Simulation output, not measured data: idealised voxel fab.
The process module that follows is named voxel released beams.
Square cell edge 5 nm, section width 190 nm, ID cut.
Cross-section format: a grid of square cells, given as bands from top to bottom; each band is one or more rows of cells.
Quick guide to a band line: top height, bottom height (nm) up front; then every material left to right with its width in nm. Only one material and it's marked "full width"? Then it fills the band edge to edge. And "blank" just means empty space.
Heights are reckoned from 0. Under this level, the received wafer is all of one material. The bottommost band is open-ended downward, for example "0 -> down".
When a width is written as two numbers, as in "30 to 40", the first number is the width in the top row of cells of the band and the second is the width in its bottom row, and the width changes by the same amount from each row to the next.
"same as before" after a step means that no cell of the cross-section changed.
Voids not open to the top, 8 cells minimum: see "Closed void table". Written width x height at distance; distance is from the left edge; nm.
It should be noted that, on the line of a given step, the content following the step's settings is a remark produced by the simulator itself with respect to that step.
For masked steps, "overlay nm" on the step line gives how far right of plan the mask actually lay; a minus sign means it lay to the left.

**Below is the list of planned process steps**
1,RECEIVE [material Si]
2,CONFORMAL_DEP [material SiN] [thk nm 5]
3,DIRECTIONAL_DEP [material SiO2] [thk nm 20]
4,PATTERN [tone open] [mask id ANCHOR] [material resist] [width nm 45] [thk nm 15] [overlay nm 0]
5,DIRECTIONAL_ETCH [etch materials SiO2] [depth nm 20]
6,STRIP [etch materials resist]
7,CONFORMAL_DEP [material TiN] [thk nm 15]
8,PATTERN [tone cover] [mask id BEAM] [material resist] [width nm 130] [thk nm 15] [overlay nm 0]
9,DIRECTIONAL_ETCH [etch materials TiN] [depth nm 15]
10,STRIP [etch materials resist]
11,STRIP [etch materials SiO2]

**Step 1 complete: cross-section of the wafer as received**
	0 -> down | Si full width
	Closed void table: none

**End-of-module cross-section. Starting structure and process plan as above; one mistake made in running it**
	45 -> 30 | blank 25  TiN 25  blank 5  TiN 100  blank 35
	30 -> 25 | TiN 50  blank 5  TiN 135
	25 -> 5 | SiO2 30  TiN 45  SiO2 115
	5 -> 0 | SiN full width
	0 -> down | Si full width
	Closed void table: none
What was the processing mistake? step 7 ran as: CONFORMAL_DEP [material TiN] [thk nm 20]
